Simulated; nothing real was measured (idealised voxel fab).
Process module in this document: voxel tone inversion
Pictured: cross-section cut, 230 nm wide, on a grid of 5 nm square cells.
Each cross-section below is a grid of square cells, stated as bands in top-down order, with one or more rows of cells making up each band. Read a band's entry like this: the first values are the height of its top and the height of its bottom in nm, and what follows is the sequence of materials from left to right, each with its width in nm. Note that "empty" is empty space, and that a single material marked "all across" reaches across the band from edge to edge. Zero point of the height axis is 0; under it, received wafer = one material. Lowest band: continues down indefinitely, "0 and below". Graded width ("30..40"): value in top row of band = first number; value in bottom row = second number; row-to-row change constant. For the purposes of this document, the phrase "identical to before" attached to a step denotes that no cell within the cross-section was modified by that step. "Voids, sealed" specifies each empty space that is not open to the top and that occupies no fewer than 8 cells, using the form width x height at distance, the distance measured from the left edge and all three quantities in nm. Post-settings text on a step line: simulator's own remark regarding the step. "overlay nm" answers the question of how far to the right of plan the mask lay on a step that has a mask, and when it is negative the answer is to the left.

## So here's the lineup of process steps we planned
1: RECEIVE [material Si]
2: CONFORMAL_DEP [material SiCN] [thk nm 10]
3: DIRECTIONAL_DEP [material polySi] [thk nm 20]
4: PATTERN [tone cover] [mask id POSTS] [material resist] [width nm 20] [pitch nm 40] [thk nm 30] [overlay nm 0]
5: DIRECTIONAL_ETCH [etch materials polySi] [depth nm 20]
6: STRIP [etch materials resist]
7: FILL_DEP [material SiO2] [thk nm 5]
8: CMP [height nm 30]
9: STRIP [etch materials polySi]
10: CONFORMAL_DEP [material TiN] [thk nm 5]
11: FILL_DEP [material W] [thk nm 5]
12: CMP [height nm 30]
13: CONFORMAL_DEP [material SiCN] [thk nm 5]

## The first of two wafers, run as planned

## Incoming wafer in cross-section (state: after step 1)
0 and below | Si all across
Voids, sealed: none

## The wafer, seen in cross-section, after step 2
10 down to 0 | SiCN all across
Everything below 0 is unchanged.

## The wafer, seen in cross-section, after step 3
30 down to 10 | polySi all across
Everything below 10 is unchanged.

## The wafer, seen in cross-section, after step 4
60 down to 30 | empty 85 nm  resist 20 nm  empty 20 nm  resist 20 nm  empty 85 nm
Everything below 30 is unchanged.

## The wafer, seen in cross-section, after step 5
60 down to 30 | empty 85 nm  resist 20 nm  empty 20 nm  resist 20 nm  empty 85 nm
30 down to 10 | empty 85 nm  polySi 20 nm  empty 20 nm  polySi 20 nm  empty 85 nm
Everything below 10 is unchanged.

## The wafer, seen in cross-section, after step 6
30 down to 10 | empty 85 nm  polySi 20 nm  empty 20 nm  polySi 20 nm  empty 85 nm
Everything below 10 is unchanged.

## The wafer, seen in cross-section, after step 7
35 down to 30 | SiO2 all across
30 down to 10 | SiO2 85 nm  polySi 20 nm  SiO2 20 nm  polySi 20 nm  SiO2 85 nm
Everything below 10 is unchanged.

## The wafer, seen in cross-section, after step 8
30 down to 10 | SiO2 85 nm  polySi 20 nm  SiO2 20 nm  polySi 20 nm  SiO2 85 nm
Everything below 10 is unchanged.

## The wafer, seen in cross-section, after step 9
30 down to 10 | SiO2 85 nm  empty 20 nm  SiO2 20 nm  empty 20 nm  SiO2 85 nm
Everything below 10 is unchanged.

## The wafer, seen in cross-section, after step 10
35 down to 30 | TiN 90 nm  empty 10 nm  TiN 30 nm  empty 10 nm  TiN 90 nm
30 down to 15 | SiO2 85 nm  TiN 5 nm  empty 10 nm  TiN 5 nm  SiO2 20 nm  TiN 5 nm  empty 10 nm  TiN 5 nm  SiO2 85 nm
15 down to 10 | SiO2 85 nm  TiN 20 nm  SiO2 20 nm  TiN 20 nm  SiO2 85 nm
Everything below 10 is unchanged.

## The wafer, seen in cross-section, after step 11
40 down to 35 | W all across
35 down to 30 | TiN 90 nm  W 10 nm  TiN 30 nm  W 10 nm  TiN 90 nm
30 down to 15 | SiO2 85 nm  TiN 5 nm  W 10 nm  TiN 5 nm  SiO2 20 nm  TiN 5 nm  W 10 nm  TiN 5 nm  SiO2 85 nm
Everything below 15 is unchanged.

## The wafer, seen in cross-section, after step 12
30 down to 15 | SiO2 85 nm  TiN 5 nm  W 10 nm  TiN 5 nm  SiO2 20 nm  TiN 5 nm  W 10 nm  TiN 5 nm  SiO2 85 nm
Everything below 15 is unchanged.

## The wafer, seen in cross-section, after step 13
35 down to 30 | SiCN all across
Everything below 30 is unchanged.

## Second of two: same start, same plan, one run error; steps up to and including 1 match the first

## Cross-section of the second wafer at the time step 2 of the plan should have ended
20 down to 0 | polySi all across
Everything below 0 is unchanged.

## Cross-section of the second wafer at the time step 3 of the plan should have ended
30 down to 20 | SiCN all across
Everything below 20 is unchanged.

## Cross-section of the second wafer at the time step 4 of the plan should have ended
60 down to 30 | empty 85 nm  resist 20 nm  empty 20 nm  resist 20 nm  empty 85 nm
Everything below 30 is unchanged.

Cross-section of the second wafer at the time step 5 of the plan should have ended: identical to before

## Cross-section of the second wafer at the time step 6 of the plan should have ended
30 down to 20 | SiCN all across
Everything below 20 is unchanged.

## Cross-section of the second wafer at the time step 7 of the plan should have ended
35 down to 30 | SiO2 all across
Everything below 30 is unchanged.

## Cross-section of the second wafer at the time step 8 of the plan should have ended
30 down to 20 | SiCN all across
Everything below 20 is unchanged.

Cross-section of the second wafer at the time step 9 of the plan should have ended: identical to before

## Cross-section of the second wafer at the time step 10 of the plan should have ended
35 down to 30 | TiN all across
Everything below 30 is unchanged.

## Cross-section of the second wafer at the time step 11 of the plan should have ended
40 down to 35 | W all across
Everything below 35 is unchanged.

## Cross-section of the second wafer at the time step 12 of the plan should have ended
30 down to 20 | SiCN all across
Everything below 20 is unchanged.

## Cross-section of the second wafer at the time step 13 of the plan should have ended
35 down to 20 | SiCN all across
Everything below 20 is unchanged.
Nonconformance to the process plan: note: step 2 <-> step 3, run order reversed vs plan
Cell-count delta at end, second wafer over first, by material: SiO2 -152; TiN -20; W -12; polySi +184
